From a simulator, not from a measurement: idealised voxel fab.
The document below concerns the process module designated voxel self aligned contacts.
FYI the section here is cut, 155 nm wide, cells are 5 nm squares.
Format of a cross-section: grid, square cells. Given as bands. Order: top down. Band: one or more rows of cells.
Within each band entry, the heights of the top and of the bottom of the band appear first, in that order and in nm; the materials of the band then follow from left to right, each with its corresponding width in nm. The designation "edge to edge" on a single material indicates that it fills the band from edge to edge; the designation "air" indicates empty space.
Height is counted from the level 0, under which the received wafer is composed throughout of one material. The lowest of the bands is not closed at the bottom but continues downward, in the notation "z 0 and below".
Per-row width for "30..40": begins at first number (top row of band), ends at second number (bottom row), increment between rows held constant.
The cross-section has no changed cell in any step marked "stayed the same".
"Unvented cavities" specifies each empty space that is not open to the top and that occupies no fewer than 8 cells, using the form width x height at distance, the distance measured from the left edge and all three quantities in nm.
Heads up: the bit after the settings on a step's line is the simulator's remark on that step.
overlay nm: how far to the right of its planned place the mask lay on this masked step (negative: to the left).

[Planned step list for the process]
1,op RECEIVE | material Si
2,op OXIDIZE | depth nm 5
3,op DIRECTIONAL_DEP | material polySi | thk nm 30
4,op DIRECTIONAL_DEP | material SiN | thk nm 25
5,op PATTERN | tone cover | mask id GATE | material resist | width nm 25 | pitch nm 65 | thk nm 20 | overlay nm 0
6,op DIRECTIONAL_ETCH | etch materials SiN | depth nm 25
7,op DIRECTIONAL_ETCH | etch materials polySi | depth nm 30
8,op STRIP | etch materials resist
9,op CONFORMAL_DEP | material SiN | thk nm 10
10,op DIRECTIONAL_ETCH | etch materials SiN | depth nm 10
11,op FILL_DEP | material SiO2 | thk nm 20
12,op CMP | height nm 65
13,op PATTERN | tone open | mask id CONTACT | material resist | width nm 50 | thk nm 20 | overlay nm 0
14,op DIRECTIONAL_ETCH | etch materials SiO2 | depth nm 70
15,op STRIP | etch materials resist
16,op CONFORMAL_DEP | material TiN | thk nm 5
17,op FILL_DEP | material W | thk nm 5
18,op CMP | height nm 65
19,op CONFORMAL_DEP | material SiN | thk nm 5

[The first wafer of two, processed as planned]

[Cross-section of the wafer at receipt, which is the condition after step 1]
- z 0 and below | Si edge to edge
- Unvented cavities: none

[Cross-section of the wafer subsequent to step 2]
- z 0 to -5 | SiO2 edge to edge
- Note: structure below -5 unchanged.

[Cross-section of the wafer subsequent to step 3]
- z 30 to 0 | polySi edge to edge
- Note: structure below 0 unchanged.

[Cross-section of the wafer subsequent to step 4]
- z 55 to 30 | SiN edge to edge
- Note: structure below 30 unchanged.

[Cross-section of the wafer subsequent to step 5]
- z 75 to 55 | air 30 nm, resist 25 nm, air 40 nm, resist 25 nm, air 35 nm
- Note: structure below 55 unchanged.

[Cross-section of the wafer subsequent to step 6]
- z 75 to 55 | air 30 nm, resist 25 nm, air 40 nm, resist 25 nm, air 35 nm
- z 55 to 30 | air 30 nm, SiN 25 nm, air 40 nm, SiN 25 nm, air 35 nm
- Note: structure below 30 unchanged.

[Cross-section of the wafer subsequent to step 7]
- z 75 to 55 | air 30 nm, resist 25 nm, air 40 nm, resist 25 nm, air 35 nm
- z 55 to 30 | air 30 nm, SiN 25 nm, air 40 nm, SiN 25 nm, air 35 nm
- z 30 to 0 | air 30 nm, polySi 25 nm, air 40 nm, polySi 25 nm, air 35 nm
- Note: structure below 0 unchanged.

[Cross-section of the wafer subsequent to step 8]
- z 55 to 30 | air 30 nm, SiN 25 nm, air 40 nm, SiN 25 nm, air 35 nm
- Note: structure below 30 unchanged.

[Cross-section of the wafer subsequent to step 9]
- z 65 to 30 | air 20 nm, SiN 45 nm, air 20 nm, SiN 45 nm, air 25 nm
- z 30 to 10 | air 20 nm, SiN 10 nm, polySi 25 nm, SiN 10 nm, air 20 nm, SiN 10 nm, polySi 25 nm, SiN 10 nm, air 25 nm
- z 10 to 0 | SiN 30 nm, polySi 25 nm, SiN 40 nm, polySi 25 nm, SiN 35 nm
- Note: structure below 0 unchanged.

[Cross-section of the wafer subsequent to step 10]
- z 55 to 30 | air 20 nm, SiN 45 nm, air 20 nm, SiN 45 nm, air 25 nm
- z 30 to 0 | air 20 nm, SiN 10 nm, polySi 25 nm, SiN 10 nm, air 20 nm, SiN 10 nm, polySi 25 nm, SiN 10 nm, air 25 nm
- Note: structure below 0 unchanged.

[Cross-section of the wafer subsequent to step 11]
- z 75 to 55 | SiO2 edge to edge
- z 55 to 30 | SiO2 20 nm, SiN 45 nm, SiO2 20 nm, SiN 45 nm, SiO2 25 nm
- z 30 to 0 | SiO2 20 nm, SiN 10 nm, polySi 25 nm, SiN 10 nm, SiO2 20 nm, SiN 10 nm, polySi 25 nm, SiN 10 nm, SiO2 25 nm
- Note: structure below 0 unchanged.

[Cross-section of the wafer subsequent to step 12]
- z 65 to 55 | SiO2 edge to edge
- Note: structure below 55 unchanged.

[Cross-section of the wafer subsequent to step 13]
- z 85 to 65 | resist 50 nm, air 50 nm, resist 55 nm
- Note: structure below 65 unchanged.

[Cross-section of the wafer subsequent to step 14]
- z 85 to 65 | resist 50 nm, air 50 nm, resist 55 nm
- z 65 to 55 | SiO2 50 nm, air 50 nm, SiO2 55 nm
- z 55 to 30 | SiO2 20 nm, SiN 45 nm, air 20 nm, SiN 45 nm, SiO2 25 nm
- z 30 to 0 | SiO2 20 nm, SiN 10 nm, polySi 25 nm, SiN 10 nm, air 20 nm, SiN 10 nm, polySi 25 nm, SiN 10 nm, SiO2 25 nm
- z 0 to -5 | SiO2 65 nm, air 20 nm, SiO2 70 nm
- Note: structure below -5 unchanged.

[Cross-section of the wafer subsequent to step 15]
- z 65 to 55 | SiO2 50 nm, air 50 nm, SiO2 55 nm
- Note: structure below 55 unchanged.

[Cross-section of the wafer subsequent to step 16]
- z 70 to 65 | TiN 55 nm, air 40 nm, TiN 60 nm
- z 65 to 55 | SiO2 50 nm, TiN 5..20 nm, air 40..10 nm, TiN 5..20 nm, SiO2 55 nm
- z 55 to 30 | SiO2 20 nm, SiN 45 nm, TiN 5 nm, air 10 nm, TiN 5 nm, SiN 45 nm, SiO2 25 nm
- z 30 to 0 | SiO2 20 nm, SiN 10 nm, polySi 25 nm, SiN 10 nm, TiN 5 nm, air 10 nm, TiN 5 nm, SiN 10 nm, polySi 25 nm, SiN 10 nm, SiO2 25 nm
- z 0 to -5 | SiO2 65 nm, TiN 20 nm, SiO2 70 nm
- Note: structure below -5 unchanged.

[Cross-section of the wafer subsequent to step 17]
- z 75 to 70 | W edge to edge
- z 70 to 65 | TiN 55 nm, W 40 nm, TiN 60 nm
- z 65 to 55 | SiO2 50 nm, TiN 5..20 nm, W 40..10 nm, TiN 5..20 nm, SiO2 55 nm
- z 55 to 30 | SiO2 20 nm, SiN 45 nm, TiN 5 nm, W 10 nm, TiN 5 nm, SiN 45 nm, SiO2 25 nm
- z 30 to 0 | SiO2 20 nm, SiN 10 nm, polySi 25 nm, SiN 10 nm, TiN 5 nm, W 10 nm, TiN 5 nm, SiN 10 nm, polySi 25 nm, SiN 10 nm, SiO2 25 nm
- Note: structure below 0 unchanged.

[Cross-section of the wafer subsequent to step 18]
- z 65 to 55 | SiO2 50 nm, TiN 5..20 nm, W 40..10 nm, TiN 5..20 nm, SiO2 55 nm
- Note: structure below 55 unchanged.

[Cross-section of the wafer subsequent to step 19]
- z 70 to 65 | SiN edge to edge
- Note: structure below 65 unchanged.

[Second of two: same start, same plan, one run error; steps up to and including 12 match the first]

[At the planned end of step 13, the second wafer in cross-section]
- z 85 to 65 | air 50 nm, resist 50 nm, air 55 nm
- Note: structure below 65 unchanged.

[At the planned end of step 14, the second wafer in cross-section]
- z 85 to 65 | air 50 nm, resist 50 nm, air 55 nm
- z 65 to 55 | air 50 nm, SiO2 50 nm, air 55 nm
- z 55 to 30 | air 20 nm, SiN 45 nm, SiO2 20 nm, SiN 45 nm, air 25 nm
- z 30 to 0 | air 20 nm, SiN 10 nm, polySi 25 nm, SiN 10 nm, SiO2 20 nm, SiN 10 nm, polySi 25 nm, SiN 10 nm, air 25 nm
- z 0 to -5 | air 20 nm, SiO2 110 nm, air 25 nm
- Note: structure below -5 unchanged.

[At the planned end of step 15, the second wafer in cross-section]
- z 65 to 55 | air 50 nm, SiO2 50 nm, air 55 nm
- Note: structure below 55 unchanged.

[At the planned end of step 16, the second wafer in cross-section]
- z 70 to 65 | air 45 nm, TiN 60 nm, air 50 nm
- z 65 to 55 | air 45..15 nm, TiN 5..35 nm, SiO2 50 nm, TiN 5..35 nm, air 50..20 nm
- z 55 to 30 | air 15 nm, TiN 5 nm, SiN 45 nm, SiO2 20 nm, SiN 45 nm, TiN 5 nm, air 20 nm
- z 30 to 0 | air 15 nm, TiN 5 nm, SiN 10 nm, polySi 25 nm, SiN 10 nm, SiO2 20 nm, SiN 10 nm, polySi 25 nm, SiN 10 nm, TiN 5 nm, air 20 nm
- z 0 to -5 | TiN 20 nm, SiO2 110 nm, TiN 25 nm
- Note: structure below -5 unchanged.

[At the planned end of step 17, the second wafer in cross-section]
- z 75 to 70 | W edge to edge
- z 70 to 65 | W 45 nm, TiN 60 nm, W 50 nm
- z 65 to 55 | W 45..15 nm, TiN 5..35 nm, SiO2 50 nm, TiN 5..35 nm, W 50..20 nm
- z 55 to 30 | W 15 nm, TiN 5 nm, SiN 45 nm, SiO2 20 nm, SiN 45 nm, TiN 5 nm, W 20 nm
- z 30 to 0 | W 15 nm, TiN 5 nm, SiN 10 nm, polySi 25 nm, SiN 10 nm, SiO2 20 nm, SiN 10 nm, polySi 25 nm, SiN 10 nm, TiN 5 nm, W 20 nm
- Note: structure below 0 unchanged.

[At the planned end of step 18, the second wafer in cross-section]
- z 65 to 55 | W 45..15 nm, TiN 5..35 nm, SiO2 50 nm, TiN 5..35 nm, W 50..20 nm
- Note: structure below 55 unchanged.

[At the planned end of step 19, the second wafer in cross-section]
- z 70 to 65 | SiN edge to edge
- Note: structure below 65 unchanged.
The mistake made against the process plan was this: step 13 was processed under conditions differing from the plan, specifically as op PATTERN | tone cover | mask id CONTACT | material resist | width nm 50 | thk nm 20 | overlay nm 0
Once processing is complete, comparing cell counts shows that the second wafer has more or fewer of certain materials than the first: SiO2: 82 fewer; TiN: 11 more; W: 71 more
